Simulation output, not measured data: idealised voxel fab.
process module | voxel self aligned vias
cross-section cut | 225 nm wide | cells 5 nm
A cross-section is a grid of square cells, given in bands from the top down. A band is one or more rows of cells.
Each band's line starts with the height of the band's top and of its bottom, in nm. Then come its materials from left to right, each with its width in nm. One material with "throughout" fills the band from edge to edge. "air" is empty space.
Height 0 is the level under which the wafer as received is all one material. The lowest band goes on downwards, as in "0 down".
A width such as "30 to 40" changes by the same amount from each row of cells to the next, from the band's top row to its bottom row.
"no change" after a step means that no cell of the cross-section changed.
closed voids: empty space of 8 cells or more with no open way to the top, each as width x height at its distance from the left edge, in nm
after a step's settings: what the simulator itself notes on the step
overlay nm, on a step with a mask: how far to the right of its planned place the mask lay; to the left if negative
plan
1 op RECEIVE | material Si
2 op CONFORMAL_DEP | material SiO2 | thk nm 10
3 op CONFORMAL_DEP | material SiCN | thk nm 5
4 op DIRECTIONAL_DEP | material lowk | thk nm 20
5 op PATTERN | tone open | mask id LINES | material resist | width nm 20 | pitch nm 60 | thk nm 15 | overlay nm 0
6 op DIRECTIONAL_ETCH | etch materials lowk | depth nm 20
7 op STRIP | etch materials resist
8 op CONFORMAL_DEP | material TiN | thk nm 5
9 op FILL_DEP | material W | thk nm 5
10 op CMP | height nm 35
11 op SELECTIVE_ETCH | etch materials W Ru TiN | depth nm 5
12 op FILL_DEP | material SiN | thk nm 10
13 op CMP | height nm 35
14 op DIRECTIONAL_DEP | material lowk | thk nm 15
15 op DIRECTIONAL_DEP | material aC | thk nm 15
16 op PATTERN | tone open | mask id VIAS | material resist | width nm 40 | pitch nm 60 | thk nm 30 | overlay nm 0
17 op DIRECTIONAL_ETCH | etch materials aC | depth nm 15
18 op STRIP | etch materials resist
19 op DIRECTIONAL_ETCH | etch materials lowk | depth nm 15
20 op DIRECTIONAL_ETCH | etch materials SiN | depth nm 5
21 op STRIP | etch materials aC
22 op CONFORMAL_DEP | material TiN | thk nm 5
23 op FILL_DEP | material Cu | thk nm 5
24 op CMP | height nm 50
25 op CONFORMAL_DEP | material SiN | thk nm 5
as received, after step 1
  0 down: Si throughout
  closed voids: none
a wafer at the end: this start, this plan, one mistake
  55 to 50: SiN throughout
  50 to 40: Cu 55 | TiN 5 | lowk 40 | TiN 5 | Cu 10 | TiN 5 | lowk 40 | TiN 5 | Cu 60
  40 to 35: TiN 60 | lowk 40 | TiN 20 | lowk 40 | TiN 65
  35 to 30: lowk 70 | SiN 20 | lowk 40 | SiN 20 | lowk 75
  30 to 20: lowk 70 | TiN 5 | W 10 | TiN 5 | lowk 40 | TiN 5 | W 10 | TiN 5 | lowk 75
  20 to 15: lowk 70 | TiN 20 | lowk 40 | TiN 20 | lowk 75
  15 to 10: SiCN throughout
  10 to 0: SiO2 throughout
  0 down: Si throughout
  closed voids: none
what went wrong: step 16 ran as: op PATTERN | tone cover | mask id VIAS | material resist | width nm 40 | pitch nm 60 | thk nm 30 | overlay nm 0
